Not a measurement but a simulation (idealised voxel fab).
process module | voxel capacitor over wiring
cross-section cut | 275 nm wide | cells 5 nm
A cross-section is a grid of square cells, given in bands from the top down. A band is one or more rows of cells.
Each band's line starts with the height of the band's top and of its bottom, in nm. Then come its materials from left to right, each with its width in nm. One material with "throughout" fills the band from edge to edge. "air" is empty space.
Height 0 is the level under which the wafer as received is all one material. The lowest band goes on downwards, as in "0 down".
A width such as "30 to 40" changes by the same amount from each row of cells to the next, from the band's top row to its bottom row.
"no change" after a step means that no cell of the cross-section changed.
closed voids: empty space of 8 cells or more with no open way to the top, each as width x height at its distance from the left edge, in nm
after a step's settings: what the simulator itself notes on the step
overlay nm, on a step with a mask: how far to the right of its planned place the mask lay; to the left if negative
plan
1 op RECEIVE | material Si
2 op CONFORMAL_DEP | material SiO2 | thk nm 10
3 op DIRECTIONAL_DEP | material TiN | thk nm 5
4 op DIRECTIONAL_DEP | material W | thk nm 20
5 op PATTERN | tone cover | mask id METAL_1 | material resist | width nm 30 | pitch nm 80 | thk nm 20 | overlay nm 0
6 op DIRECTIONAL_ETCH | etch materials W | depth nm 20
7 op DIRECTIONAL_ETCH | etch materials TiN | depth nm 5
8 op STRIP | etch materials resist
9 op FILL_DEP | material lowk | thk nm 10
10 op CMP | height nm 35
11 op CONFORMAL_DEP | material SiCN | thk nm 5
12 op DIRECTIONAL_DEP | material SiO2 | thk nm 15
13 op MASKED_ETCH | tone open | mask id PLUG_1 | width nm 15 | etch materials SiO2 | depth nm 15 | overlay nm 0
14 op MASKED_ETCH | tone open | mask id PLUG_1 | width nm 15 | etch materials SiCN | depth nm 5 | overlay nm 0
15 op EPI | material Ru | thk nm 10
16 op EPI | material Ru | thk nm 10
17 op DIRECTIONAL_DEP | material TiN | thk nm 5
18 op DIRECTIONAL_DEP | material HfO2 | thk nm 5
19 op DIRECTIONAL_DEP | material TiN | thk nm 5
20 op DIRECTIONAL_DEP | material aC | thk nm 10
21 op PATTERN | tone cover | mask id UPPER_PLATE | material resist | width nm 55 | thk nm 25 | overlay nm 0
22 op DIRECTIONAL_ETCH | etch materials aC | depth nm 10
23 op STRIP | etch materials resist
24 op DIRECTIONAL_ETCH | etch materials TiN | depth nm 5
25 op DIRECTIONAL_ETCH | etch materials HfO2 | depth nm 5
26 op STRIP | etch materials aC
27 op MASKED_ETCH | tone cover | mask id LOWER_PLATE | width nm 65 | etch materials TiN | depth nm 5 | overlay nm 0
28 op FILL_DEP | material SiO2 | thk nm 15
29 op CMP | height nm 80
30 op MASKED_ETCH | tone open | mask id PLUG_2 | width nm 15 | etch materials SiO2 | depth nm 10 | overlay nm 0
31 op CONFORMAL_DEP | material TiN | thk nm 5
32 op FILL_DEP | material Ru | thk nm 10
33 op CMP | height nm 80
34 op CONFORMAL_DEP | material SiN | thk nm 5
as received, after step 1
  0 down: Si throughout
  closed voids: none
a wafer at the end: this start, this plan, one mistake
  85 to 80: SiN throughout
  80 to 75: SiO2 105 | TiN 5 | HfO2 40 | SiO2 125
  75 to 70: SiO2 90 | TiN 5 | SiO2 10 | TiN 50 | SiO2 120
  70 to 65: SiO2 95 | TiN 15 | SiO2 165
  65 to 60: SiO2 95 | HfO2 15 | SiO2 165
  60 to 55: SiO2 95 | TiN 15 | SiO2 165
  55 to 40: SiO2 throughout
  40 to 35: SiCN throughout
  35 to 15: lowk 80 | W 30 | lowk 50 | W 30 | lowk 85
  15 to 10: lowk 80 | TiN 30 | lowk 50 | TiN 30 | lowk 85
  10 to 0: SiO2 throughout
  0 down: Si throughout
  closed voids: none
what went wrong: step 12 was run twice
